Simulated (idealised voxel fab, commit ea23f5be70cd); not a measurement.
The process module presented herein is designated voxel ribs on slabs.
Cross-sectional view cut (width: 190 nm; square cell size: 5 nm).
This document writes a cross-section as a grid whose cells are square, and gives it as bands, listed from the top down; one or more rows of cells form a band.
Look at the band entry: it leads with the top's height and the bottom's height in nm. Then it lists the materials left to right, with a width in nm for each. The word "all across" on a single material says that material fills the band edge to edge. The word "empty" is empty space.
Convention: height 0 is the level below which the wafer, as received, is all one material. The lowest band does not terminate at the bottom but continues downward, represented as "0 -> down".
The two numbers in a width such as "30 to 40" mark its ends across the band: the first belongs to the top row of cells, the second to the bottom row, and from each row to the next the width moves by the same amount.
The cross-section has no changed cell in any step marked "nothing changed".
Under "Sealed internal voids" you'll find the enclosed gaps, the ones with no way out to the top, that are 8 cells or bigger; each reads width x height at distance, with distance counted from the left edge, everything in nm.
If you see something after the settings on a step's line, that's the simulator's own remark about that step.
"overlay nm", when on a step's line for a step with a mask, measures how far to the right of its planned place the mask lay; a negative measure means to the left.

## List of planned process steps
1,RECEIVE, material Si
2,DIRECTIONAL_DEP, material SiO2, thk nm 30
3,DIRECTIONAL_DEP, material polySi, thk nm 20
4,DIRECTIONAL_DEP, material aC, thk nm 10
5,PATTERN, tone cover, mask id RIB, material resist, width nm 20, thk nm 30, overlay nm 0
6,DIRECTIONAL_ETCH, etch materials aC, depth nm 10
7,STRIP, etch materials resist
8,DIRECTIONAL_ETCH, etch materials polySi, depth nm 5
9,STRIP, etch materials aC
10,DIRECTIONAL_DEP, material aC, thk nm 10
11,PATTERN, tone cover, mask id SLAB, material resist, width nm 80, thk nm 25, overlay nm 0
12,DIRECTIONAL_ETCH, etch materials aC, depth nm 10
13,STRIP, etch materials resist
14,DIRECTIONAL_ETCH, etch materials polySi, depth nm 15
15,STRIP, etch materials aC
16,FILL_DEP, material SiO2, thk nm 30
17,CMP, height nm 70
18,DIRECTIONAL_DEP, material TiN, thk nm 5
19,PATTERN, tone cover, mask id HEATER, material resist, width nm 40, thk nm 20, overlay nm 0
20,DIRECTIONAL_ETCH, etch materials TiN, depth nm 5
21,STRIP, etch materials resist
22,CONFORMAL_DEP, material SiO2, thk nm 10
Among the wafers covered here, the point of difference is the width nm at step 5; their starting state is shared, and the plan presents the value of the first wafer.

## Cross-sectional view of the first of several wafers in the as-received condition, corresponding to the state following step 1
  0 -> down  Si all across
  Sealed internal voids: none

## Every row in this table is a wafer at the end of the module, and it gives, for each of the materials, the cells that wafer has gained (+) or lost (-) since it was received, then its closed voids
width nm 20; +560 SiO2; +8 TiN; +52 polySi; Sealed internal voids: none
width nm 25; +559 SiO2; +8 TiN; +53 polySi; Sealed internal voids: none
width nm 30; +558 SiO2; +8 TiN; +54 polySi; Sealed internal voids: none
width nm 35; +557 SiO2; +8 TiN; +55 polySi; Sealed internal voids: none
width nm 40; +556 SiO2; +8 TiN; +56 polySi; Sealed internal voids: none
width nm 45; +555 SiO2; +8 TiN; +57 polySi; Sealed internal voids: none
